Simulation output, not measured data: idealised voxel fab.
process module | voxel transistor to metal
cross-section cut | 185 nm wide | cells 5 nm
A cross-section is a grid of square cells, given in bands from the top down. A band is one or more rows of cells.
Each band's line starts with the height of the band's top and of its bottom, in nm. Then come its materials from left to right, each with its width in nm. One material with "throughout" fills the band from edge to edge. "air" is empty space.
Height 0 is the level under which the wafer as received is all one material. The lowest band goes on downwards, as in "0 down".
A width such as "30 to 40" changes by the same amount from each row of cells to the next, from the band's top row to its bottom row.
"no change" after a step means that no cell of the cross-section changed.
closed voids: empty space of 8 cells or more with no open way to the top, each as width x height at its distance from the left edge, in nm
after a step's settings: what the simulator itself notes on the step
overlay nm, on a step with a mask: how far to the right of its planned place the mask lay; to the left if negative
plan
1 op RECEIVE | material Si
2 op CONFORMAL_DEP | material SiO2 | thk nm 5
3 op CONFORMAL_DEP | material SiN | thk nm 10
4 op DIRECTIONAL_DEP | material aC | thk nm 15
5 op PATTERN | tone cover | mask id ACTIVE | material resist | width nm 100 | thk nm 30 | overlay nm 0
6 op DIRECTIONAL_ETCH | etch materials aC | depth nm 15
7 op STRIP | etch materials resist
8 op DIRECTIONAL_ETCH | etch materials SiN | depth nm 10
9 op DIRECTIONAL_ETCH | etch materials SiO2 | depth nm 5
10 op DIRECTIONAL_ETCH | etch materials Si | depth nm 30
11 op STRIP | etch materials aC
12 op FILL_DEP | material SiO2 | thk nm 15
13 op CMP | height nm 15
14 op SELECTIVE_ETCH | etch materials SiO2 | depth nm 10
15 op STRIP | etch materials SiN
16 op SELECTIVE_ETCH | etch materials SiO2 | depth nm 5
17 op OXIDIZE | depth nm 5
18 op DIRECTIONAL_DEP | material polySi | thk nm 25
19 op DIRECTIONAL_DEP | material SiCN | thk nm 10
20 op DIRECTIONAL_DEP | material aC | thk nm 15
21 op PATTERN | tone cover | mask id GATE | material resist | width nm 20 | thk nm 35 | overlay nm 0
22 op DIRECTIONAL_ETCH | etch materials aC | depth nm 15
23 op STRIP | etch materials resist
24 op DIRECTIONAL_ETCH | etch materials SiCN | depth nm 20
25 op DIRECTIONAL_ETCH | etch materials polySi | depth nm 35
26 op STRIP | etch materials aC
27 op CONFORMAL_DEP | material SiN | thk nm 10
28 op DIRECTIONAL_ETCH | etch materials SiN | depth nm 10
29 op DIRECTIONAL_ETCH | etch materials SiO2 | depth nm 5
30 op DIRECTIONAL_ETCH | etch materials Si | depth nm 10
31 op EPI | material SiGe | thk nm 15
32 op FILL_DEP | material SiO2 | thk nm 5
33 op CMP | height nm 35
34 op DIRECTIONAL_DEP | material SiO2 | thk nm 10
35 op PATTERN | tone open | mask id CONTACT | material resist | width nm 20 | pitch nm 60 | thk nm 15 | overlay nm 0
36 op DIRECTIONAL_ETCH | etch materials SiO2 | depth nm 45
37 op STRIP | etch materials resist
38 op CONFORMAL_DEP | material TiN | thk nm 5
39 op FILL_DEP | material W | thk nm 10
40 op CMP | height nm 45
41 op CONFORMAL_DEP | material SiN | thk nm 5
42 op DIRECTIONAL_DEP | material SiO2 | thk nm 20
43 op MASKED_ETCH | tone open | mask id METAL_1 | width nm 15 | pitch nm 75 | etch materials SiO2 | depth nm 20 | overlay nm 0
44 op MASKED_ETCH | tone open | mask id METAL_1 | width nm 15 | pitch nm 75 | etch materials SiN | depth nm 5 | overlay nm 0
45 op CONFORMAL_DEP | material TiN | thk nm 5
46 op FILL_DEP | material Cu | thk nm 10
47 op CMP | height nm 70
48 op CONFORMAL_DEP | material SiCN | thk nm 5
49 op DIRECTIONAL_DEP | material SiO2 | thk nm 25
50 op PATTERN | tone open | mask id METAL_2 | material resist | width nm 15 | pitch nm 75 | thk nm 15 | overlay nm 0
51 op DIRECTIONAL_ETCH | etch materials SiO2 | depth nm 15
52 op STRIP | etch materials resist
53 op DIRECTIONAL_DEP | material aC | thk nm 15
54 op PATTERN | tone open | mask id METAL_2_HOLES | material resist | width nm 15 | pitch nm 75 | thk nm 35 | overlay nm 0
55 op DIRECTIONAL_ETCH | etch materials aC | depth nm 15
56 op STRIP | etch materials resist
57 op DIRECTIONAL_ETCH | etch materials SiO2 | depth nm 10
58 op DIRECTIONAL_ETCH | etch materials SiCN | depth nm 5
59 op STRIP | etch materials aC
60 op CONFORMAL_DEP | material TiN | thk nm 5
61 op FILL_DEP | material Cu | thk nm 10
62 op CMP | height nm 100
63 op CONFORMAL_DEP | material SiN | thk nm 5
varied across the wafers: width nm of step 35. The plan shows the first wafer's value. All wafers start alike
first wafer as received, after step 1
  0 down: Si throughout
  closed voids: none
first wafer at the end, after step 63
  105 to 100: SiN throughout
  100 to 75: SiO2 45 | TiN 5 | Cu 5 | TiN 5 | SiO2 60 | TiN 5 | Cu 5 | TiN 5 | SiO2 50
  75 to 70: SiCN 45 | TiN 15 | SiCN 60 | TiN 15 | SiCN 50
  70 to 50: SiO2 45 | TiN 5 | Cu 5 | TiN 5 | SiO2 60 | TiN 5 | Cu 5 | TiN 5 | SiO2 50
  50 to 45: SiN 45 | TiN 15 | SiN 60 | TiN 15 | SiN 50
  45 to 35: SiO2 50 | TiN 5 | W 10 | TiN 5 | SiO2 40 | TiN 5 | W 10 | TiN 5 | SiO2 55
  35 to 25: SiO2 50 | TiN 5 | W 10 | TiN 5 | SiN 10 | SiCN 20 | SiN 10 | TiN 5 | W 10 | TiN 5 | SiO2 55
  25 to 15: SiO2 50 | TiN 5 | W 10 | TiN 5 | SiN 10 | polySi 20 | SiN 10 | TiN 5 | W 10 | TiN 5 | SiO2 55
  15 to 10: SiO2 50 | TiN 20 | SiN 10 | polySi 20 | SiN 10 | TiN 20 | SiO2 55
  10 to 0: SiO2 50 | TiN 5 | SiGe 15 | SiN 10 | polySi 20 | SiN 10 | SiGe 15 | TiN 5 | SiO2 55
  0 to -5: SiO2 35 | SiGe 35 | SiO2 40 | SiGe 35 | SiO2 40
  -5 to -15: SiO2 40 | SiGe 30 | Si 40 | SiGe 30 | SiO2 45
  -15 to -30: SiO2 40 | Si 100 | SiO2 45
  -30 down: Si throughout
  closed voids: none
last wafer at the end
  105 to 100: SiN throughout
  100 to 75: SiO2 45 | TiN 5 | Cu 5 | TiN 5 | SiO2 60 | TiN 5 | Cu 5 | TiN 5 | SiO2 50
  75 to 70: SiCN 45 | TiN 15 | SiCN 60 | TiN 15 | SiCN 50
  70 to 50: SiO2 45 | TiN 5 | Cu 5 | TiN 5 | SiO2 60 | TiN 5 | Cu 5 | TiN 5 | SiO2 50
  50 to 45: SiN 45 | TiN 15 | SiN 60 | TiN 15 | SiN 50
  45 to 35: SiO2 40 | TiN 5 | W 35 to 20 | TiN 5 to 20 | SiO2 15 | TiN 5 to 15 | W 35 to 25 | TiN 5 | SiO2 40
  35 to 25: SiO2 40 | TiN 5 | W 20 | TiN 5 | SiN 10 | SiCN 20 | SiN 10 | TiN 5 | W 25 | TiN 5 | SiO2 40
  25 to 15: SiO2 40 | TiN 5 | W 20 | TiN 5 | SiN 10 | polySi 20 | SiN 10 | TiN 5 | W 25 | TiN 5 | SiO2 40
  15 to 10: SiO2 40 | TiN 5 | W 5 | TiN 20 | SiN 10 | polySi 20 | SiN 10 | TiN 20 | W 10 | TiN 5 | SiO2 40
  10 to 5: SiO2 40 | TiN 5 | W 5 | TiN 5 | SiGe 15 | SiN 10 | polySi 20 | SiN 10 | SiGe 15 | TiN 5 | W 10 | TiN 5 | SiO2 40
  5 to 0: SiO2 40 | TiN 15 | SiGe 15 | SiN 10 | polySi 20 | SiN 10 | SiGe 15 | TiN 20 | SiO2 40
  0 to -5: SiO2 35 | SiGe 35 | SiO2 40 | SiGe 35 | SiO2 40
  -5 to -15: SiO2 40 | SiGe 30 | Si 40 | SiGe 30 | SiO2 45
  -15 to -30: SiO2 40 | Si 100 | SiO2 45
  -30 down: Si throughout
  closed voids: none
each wafer at the end: cells of each material gained (+) or lost (-) since it was received, then its closed voids
width nm 20 | +18 Cu | -146 Si | +39 SiCN | +50 SiGe | +96 SiN | +592 SiO2 | +84 TiN | +24 W | +20 polySi | closed voids: none
width nm 25 | +18 Cu | -146 Si | +39 SiCN | +50 SiGe | +96 SiN | +581 SiO2 | +88 TiN | +31 W | +20 polySi | closed voids: none
width nm 30 | +18 Cu | -146 Si | +39 SiCN | +50 SiGe | +96 SiN | +570 SiO2 | +92 TiN | +38 W | +20 polySi | closed voids: none
width nm 35 | +18 Cu | -146 Si | +39 SiCN | +50 SiGe | +96 SiN | +559 SiO2 | +94 TiN | +47 W | +20 polySi | closed voids: none
width nm 40 | +18 Cu | -146 Si | +39 SiCN | +50 SiGe | +96 SiN | +548 SiO2 | +96 TiN | +56 W | +20 polySi | closed voids: none
width nm 45 | +18 Cu | -146 Si | +39 SiCN | +50 SiGe | +96 SiN | +537 SiO2 | +98 TiN | +65 W | +20 polySi | closed voids: none
